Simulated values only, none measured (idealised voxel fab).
Proc. module: voxel released beams
It is cross-section cut that appears here, measuring 240 nm in width, its square cells being 5 nm in size.
In this document a cross-section is written as a grid of square cells. It is given as a series of bands, listed from the top down, and a band is one or more rows of cells. This entry defines a band. It first specifies the height of the band's top and the height of its bottom in nm, and then specifies the band's materials from left to right, stating each material with its width in nm. The word "everywhere" identifies a single material that fills the band from edge to edge, while the word "empty" identifies empty space. Height is counted from the level 0, under which the received wafer is composed throughout of one material. The lowest of the bands is not closed at the bottom but continues downward, in the notation "top 0, no bottom". Per-row width for "30..40": begins at first number (top row of band), ends at second number (bottom row), increment between rows held constant. When a step is marked "remained the same", none of the cells in the cross-section changed during that step. "Fully enclosed voids" means: voids of 8 cells or more that are shut off from the top with no open way through. Written width x height at distance, distance from the left edge, in nm. What comes after the settings on a step's line is commentary from the simulator itself on that step. A step line may carry the setting "overlay nm", which, for steps involving a mask, states the distance by which the mask lay to the right of its intended position; negative values denote displacement to the left.
HERE'S WHAT THE PLANNED PROCESS STEPS LOOK LIKE
1: RECEIVE, material Si
2: CONFORMAL_DEP, material SiN, thk nm 5
3: DIRECTIONAL_DEP, material SiO2, thk nm 20
4: DIRECTIONAL_DEP, material aC, thk nm 10
5: PATTERN, tone open, mask id ANCHOR, material resist, width nm 40, thk nm 25, overlay nm 0
6: DIRECTIONAL_ETCH, etch materials aC, depth nm 10
7: STRIP, etch materials resist
8: DIRECTIONAL_ETCH, etch materials SiO2, depth nm 20
9: STRIP, etch materials aC
10: CONFORMAL_DEP, material polySi, thk nm 15
11: DIRECTIONAL_DEP, material aC, thk nm 10
12: PATTERN, tone cover, mask id BEAM, material resist, width nm 90, thk nm 30, overlay nm 0
13: DIRECTIONAL_ETCH, etch materials aC, depth nm 10
14: STRIP, etch materials resist
15: DIRECTIONAL_ETCH, etch materials polySi, depth nm 15
16: STRIP, etch materials aC
17: STRIP, etch materials SiO2
ON THE FIRST OF THE TWO WAFERS: RUN CONDUCTED ACCORDING TO PLAN
STEP 1 COMPLETE: CROSS-SECTION OF THE WAFER AS RECEIVED
> top 0, no bottom = Si everywhere
> Fully enclosed voids: none
STEP 2 DONE - WAFER CROSS-SECTION
> top 5, bottom 0 = SiN everywhere
> Below 0, the layers are the same as they were.
STEP 3 DONE - WAFER CROSS-SECTION
> top 25, bottom 5 = SiO2 everywhere
> Below 5, the layers are the same as they were.
STEP 4 DONE - WAFER CROSS-SECTION
> top 35, bottom 25 = aC everywhere
> Below 25, the layers are the same as they were.
STEP 5 DONE - WAFER CROSS-SECTION
> top 60, bottom 35 = resist=75 | empty=40 | resist=125
> Below 35, the layers are the same as they were.
STEP 6 DONE - WAFER CROSS-SECTION
> top 50, bottom 35 = resist=75 | empty=40 | resist=125
> top 35, bottom 25 = aC=75 | empty=40 | aC=125
> Below 25, the layers are the same as they were.
STEP 7 DONE - WAFER CROSS-SECTION
> top 35, bottom 25 = aC=75 | empty=40 | aC=125
> Below 25, the layers are the same as they were.
STEP 8 DONE - WAFER CROSS-SECTION
> top 35, bottom 25 = aC=75 | empty=40 | aC=125
> top 25, bottom 5 = SiO2=75 | empty=40 | SiO2=125
> Below 5, the layers are the same as they were.
STEP 9 DONE - WAFER CROSS-SECTION
> top 25, bottom 5 = SiO2=75 | empty=40 | SiO2=125
> Below 5, the layers are the same as they were.
STEP 10 DONE - WAFER CROSS-SECTION
> top 40, bottom 25 = polySi=90 | empty=10 | polySi=140
> top 25, bottom 20 = SiO2=75 | polySi=15 | empty=10 | polySi=15 | SiO2=125
> top 20, bottom 5 = SiO2=75 | polySi=40 | SiO2=125
> Below 5, the layers are the same as they were.
STEP 11 DONE - WAFER CROSS-SECTION
> top 50, bottom 40 = aC=90 | empty=10 | aC=140
> top 40, bottom 30 = polySi=90 | empty=10 | polySi=140
> top 30, bottom 25 = polySi=90 | aC=10 | polySi=140
> top 25, bottom 20 = SiO2=75 | polySi=15 | aC=10 | polySi=15 | SiO2=125
> Below 20, the layers are the same as they were.
STEP 12 DONE - WAFER CROSS-SECTION
> top 80, bottom 50 = empty=70 | resist=90 | empty=80
> top 50, bottom 40 = aC=90 | resist=10 | aC=140
> top 40, bottom 30 = polySi=90 | resist=10 | polySi=140
> Below 30, the layers are the same as they were.
STEP 13 DONE - WAFER CROSS-SECTION
> top 70, bottom 50 = empty=70 | resist=90 | empty=80
> top 50, bottom 40 = empty=70 | aC=20 | resist=10 | aC=60 | empty=80
> Below 40, the layers are the same as they were.
STEP 14 DONE - WAFER CROSS-SECTION
> top 50, bottom 40 = empty=70 | aC=20 | empty=10 | aC=60 | empty=80
> top 40, bottom 30 = polySi=90 | empty=10 | polySi=140
> Below 30, the layers are the same as they were.
STEP 15 DONE - WAFER CROSS-SECTION
> top 50, bottom 40 = empty=70 | aC=20 | empty=10 | aC=60 | empty=80
> top 40, bottom 30 = empty=70 | polySi=20 | empty=10 | polySi=60 | empty=80
> top 30, bottom 25 = empty=70 | polySi=20 | aC=10 | polySi=60 | empty=80
> Below 25, the layers are the same as they were.
STEP 16 DONE - WAFER CROSS-SECTION
> top 40, bottom 25 = empty=70 | polySi=20 | empty=10 | polySi=60 | empty=80
> top 25, bottom 20 = SiO2=75 | polySi=15 | empty=10 | polySi=15 | SiO2=125
> Below 20, the layers are the same as they were.
STEP 17 DONE - WAFER CROSS-SECTION
> top 40, bottom 25 = empty=70 | polySi=20 | empty=10 | polySi=60 | empty=80
> top 25, bottom 20 = empty=75 | polySi=15 | empty=10 | polySi=15 | empty=125
> top 20, bottom 5 = empty=75 | polySi=40 | empty=125
> Below 5, the layers are the same as they were.
SECOND WAFER: SAME START AND SAME PLAN AS THE FIRST, ONE EXECUTION ERROR; IDENTICAL TO THE FIRST THROUGH STEP 1
WHAT THE SECOND WAFER LOOKS LIKE IN CROSS-SECTION WHEN STEP 2 SHOULD HAVE WRAPPED UP
> top 15, bottom 0 = SiN everywhere
> Below 0, the layers are the same as they were.
WHAT THE SECOND WAFER LOOKS LIKE IN CROSS-SECTION WHEN STEP 3 SHOULD HAVE WRAPPED UP
> top 35, bottom 15 = SiO2 everywhere
> Below 15, the layers are the same as they were.
WHAT THE SECOND WAFER LOOKS LIKE IN CROSS-SECTION WHEN STEP 4 SHOULD HAVE WRAPPED UP
> top 45, bottom 35 = aC everywhere
> Below 35, the layers are the same as they were.
WHAT THE SECOND WAFER LOOKS LIKE IN CROSS-SECTION WHEN STEP 5 SHOULD HAVE WRAPPED UP
> top 70, bottom 45 = resist=75 | empty=40 | resist=125
> Below 45, the layers are the same as they were.
WHAT THE SECOND WAFER LOOKS LIKE IN CROSS-SECTION WHEN STEP 6 SHOULD HAVE WRAPPED UP
> top 60, bottom 45 = resist=75 | empty=40 | resist=125
> top 45, bottom 35 = aC=75 | empty=40 | aC=125
> Below 35, the layers are the same as they were.
WHAT THE SECOND WAFER LOOKS LIKE IN CROSS-SECTION WHEN STEP 7 SHOULD HAVE WRAPPED UP
> top 45, bottom 35 = aC=75 | empty=40 | aC=125
> Below 35, the layers are the same as they were.
WHAT THE SECOND WAFER LOOKS LIKE IN CROSS-SECTION WHEN STEP 8 SHOULD HAVE WRAPPED UP
> top 45, bottom 35 = aC=75 | empty=40 | aC=125
> top 35, bottom 15 = SiO2=75 | empty=40 | SiO2=125
> Below 15, the layers are the same as they were.
WHAT THE SECOND WAFER LOOKS LIKE IN CROSS-SECTION WHEN STEP 9 SHOULD HAVE WRAPPED UP
> top 35, bottom 15 = SiO2=75 | empty=40 | SiO2=125
> Below 15, the layers are the same as they were.
WHAT THE SECOND WAFER LOOKS LIKE IN CROSS-SECTION WHEN STEP 10 SHOULD HAVE WRAPPED UP
> top 50, bottom 35 = polySi=90 | empty=10 | polySi=140
> top 35, bottom 30 = SiO2=75 | polySi=15 | empty=10 | polySi=15 | SiO2=125
> top 30, bottom 15 = SiO2=75 | polySi=40 | SiO2=125
> Below 15, the layers are the same as they were.
WHAT THE SECOND WAFER LOOKS LIKE IN CROSS-SECTION WHEN STEP 11 SHOULD HAVE WRAPPED UP
> top 60, bottom 50 = aC=90 | empty=10 | aC=140
> top 50, bottom 40 = polySi=90 | empty=10 | polySi=140
> top 40, bottom 35 = polySi=90 | aC=10 | polySi=140
> top 35, bottom 30 = SiO2=75 | polySi=15 | aC=10 | polySi=15 | SiO2=125
> Below 30, the layers are the same as they were.
WHAT THE SECOND WAFER LOOKS LIKE IN CROSS-SECTION WHEN STEP 12 SHOULD HAVE WRAPPED UP
> top 90, bottom 60 = empty=70 | resist=90 | empty=80
> top 60, bottom 50 = aC=90 | resist=10 | aC=140
> top 50, bottom 40 = polySi=90 | resist=10 | polySi=140
> Below 40, the layers are the same as they were.
WHAT THE SECOND WAFER LOOKS LIKE IN CROSS-SECTION WHEN STEP 13 SHOULD HAVE WRAPPED UP
> top 80, bottom 60 = empty=70 | resist=90 | empty=80
> top 60, bottom 50 = empty=70 | aC=20 | resist=10 | aC=60 | empty=80
> Below 50, the layers are the same as they were.
WHAT THE SECOND WAFER LOOKS LIKE IN CROSS-SECTION WHEN STEP 14 SHOULD HAVE WRAPPED UP
> top 60, bottom 50 = empty=70 | aC=20 | empty=10 | aC=60 | empty=80
> top 50, bottom 40 = polySi=90 | empty=10 | polySi=140
> Below 40, the layers are the same as they were.
WHAT THE SECOND WAFER LOOKS LIKE IN CROSS-SECTION WHEN STEP 15 SHOULD HAVE WRAPPED UP
> top 60, bottom 50 = empty=70 | aC=20 | empty=10 | aC=60 | empty=80
> top 50, bottom 40 = empty=70 | polySi=20 | empty=10 | polySi=60 | empty=80
> top 40, bottom 35 = empty=70 | polySi=20 | aC=10 | polySi=60 | empty=80
> Below 35, the layers are the same as they were.
WHAT THE SECOND WAFER LOOKS LIKE IN CROSS-SECTION WHEN STEP 16 SHOULD HAVE WRAPPED UP
> top 50, bottom 35 = empty=70 | polySi=20 | empty=10 | polySi=60 | empty=80
> top 35, bottom 30 = SiO2=75 | polySi=15 | empty=10 | polySi=15 | SiO2=125
> Below 30, the layers are the same as they were.
WHAT THE SECOND WAFER LOOKS LIKE IN CROSS-SECTION WHEN STEP 17 SHOULD HAVE WRAPPED UP
> top 50, bottom 35 = empty=70 | polySi=20 | empty=10 | polySi=60 | empty=80
> top 35, bottom 30 = empty=75 | polySi=15 | empty=10 | polySi=15 | empty=125
> top 30, bottom 15 = empty=75 | polySi=40 | empty=125
> Below 15, the layers are the same as they were.
Nonconformance to the process plan: for step 2, the planned setting was not used; the step was instead run as CONFORMAL_DEP, material SiN, thk nm 15
FYI, end of process, the second wafer has more or fewer cells of some materials than the first: 96 more of SiN
